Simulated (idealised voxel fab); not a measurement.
Presented below is a process module, voxel transistor to metal.
Cross-section cut: width 190 nm, square cells of 5 nm.
A cross-section is written here as square cells arranged in a grid, and it is given in bands from the top down, each band taking up one or more rows of cells. Basically the band line says how high the top is and how high the bottom is, in nm, and then what's in it from left to right, every material with its width in nm. Empty space shows up as "blank", and if a single material carries "full width" it runs the full band edge to edge. Where do heights start? At 0: under that level the wafer as delivered is made of one material only. And the lowest band has no floor; it just carries on downward, as in "0 down". Per-row width for "30->40": begins at first number (top row of band), ends at second number (bottom row), increment between rows held constant. The designation "remains unaltered", where it is given for a processing step, indicates that no cell of the cross-section was altered in the course of that step. Enclosed voids (no open way to top), threshold 8 cells or more, entry "Closed internal cavities", notation width x height at distance, distance from left edge, nm. Anything after a step's settings on that line? It's the simulator's own note about the step. overlay nm: mask offset rightward from planned place, masked step; negative means leftward offset.
[plan]
1) RECEIVE (material Si)
2) OXIDIZE (depth nm 5)
3) CONFORMAL_DEP (material SiN; thk nm 10)
4) MASKED_ETCH (tone cover; mask id ACTIVE; width nm 90; etch materials SiN; depth nm 10; overlay nm 0)
5) MASKED_ETCH (tone cover; mask id ACTIVE; width nm 100; etch materials SiO2; depth nm 5; overlay nm 0)
6) MASKED_ETCH (tone cover; mask id ACTIVE; width nm 100; etch materials Si; depth nm 35; overlay nm 0)
7) OXIDIZE (depth nm 5)
8) FILL_DEP (material SiO2; thk nm 15)
9) CMP (height nm 10)
10) SELECTIVE_ETCH (etch materials SiO2; depth nm 5)
11) STRIP (etch materials SiN)
12) SELECTIVE_ETCH (etch materials SiO2; depth nm 5)
13) OXIDIZE (depth nm 5)
14) DIRECTIONAL_DEP (material polySi; thk nm 20)
15) DIRECTIONAL_DEP (material SiCN; thk nm 10)
16) PATTERN (tone cover; mask id GATE; material resist; width nm 20; thk nm 20; overlay nm 0)
17) DIRECTIONAL_ETCH (etch materials SiCN; depth nm 20)
18) DIRECTIONAL_ETCH (etch materials polySi; depth nm 30)
19) STRIP (etch materials resist)
20) CONFORMAL_DEP (material SiO2; thk nm 5)
21) DIRECTIONAL_ETCH (etch materials SiO2; depth nm 5)
22) CONFORMAL_DEP (material SiN; thk nm 10)
23) DIRECTIONAL_ETCH (etch materials SiN; depth nm 10)
24) DIRECTIONAL_ETCH (etch materials SiO2; depth nm 5)
25) DIRECTIONAL_ETCH (etch materials Si; depth nm 10)
26) EPI (material nSi; thk nm 15)
27) FILL_DEP (material SiO2; thk nm 10)
28) CMP (height nm 25)
29) DIRECTIONAL_DEP (material SiO2; thk nm 15)
30) PATTERN (tone open; mask id CONTACT; material resist; width nm 15; pitch nm 75; thk nm 20; overlay nm 0)
31) DIRECTIONAL_ETCH (etch materials SiO2; depth nm 35)
32) STRIP (etch materials resist)
33) CONFORMAL_DEP (material TiN; thk nm 5)
34) FILL_DEP (material Ru; thk nm 10)
35) CMP (height nm 40)
36) CONFORMAL_DEP (material SiCN; thk nm 5)
37) DIRECTIONAL_DEP (material lowk; thk nm 15)
38) PATTERN (tone open; mask id METAL_1; material resist; width nm 15; pitch nm 75; thk nm 20; overlay nm 0)
39) DIRECTIONAL_ETCH (etch materials lowk; depth nm 15)
40) DIRECTIONAL_ETCH (etch materials SiCN; depth nm 5)
41) STRIP (etch materials resist)
42) CONFORMAL_DEP (material TiN; thk nm 5)
43) FILL_DEP (material Ru; thk nm 5)
44) CMP (height nm 60)
45) CONFORMAL_DEP (material SiN; thk nm 5)
Wafer-to-wafer difference: width nm, step 4. Common start. Plan = first wafer's value.
[As received, i.e. after step 1: cross-section through the first of several wafers]
- 0 down: Si full width
- Closed internal cavities: none
[For your reference, the table is organized with a row per wafer; each row reflects the wafer at the end of the module, indicating for each material the cells gained (+) or lost (-) since receipt, and thereafter its closed voids]
width nm 90 | +18 Ru | -224 Si | +40 SiCN | +66 SiN | +412 SiO2 | +48 TiN | +96 lowk | +22 nSi | +16 polySi | Closed internal cavities: none
width nm 95 | +18 Ru | -226 Si | +40 SiCN | +66 SiN | +409 SiO2 | +48 TiN | +96 lowk | +27 nSi | +16 polySi | Closed internal cavities: none
width nm 100 | +18 Ru | -228 Si | +40 SiCN | +66 SiN | +406 SiO2 | +48 TiN | +96 lowk | +32 nSi | +16 polySi | Closed internal cavities: none
width nm 105 | +18 Ru | -223 Si | +40 SiCN | +66 SiN | +396 SiO2 | +48 TiN | +96 lowk | +37 nSi | +16 polySi | Closed internal cavities: none
width nm 110 | +18 Ru | -218 Si | +40 SiCN | +66 SiN | +386 SiO2 | +48 TiN | +96 lowk | +42 nSi | +16 polySi | Closed internal cavities: none
width nm 115 | +18 Ru | -213 Si | +40 SiCN | +66 SiN | +376 SiO2 | +48 TiN | +96 lowk | +47 nSi | +16 polySi | Closed internal cavities: none
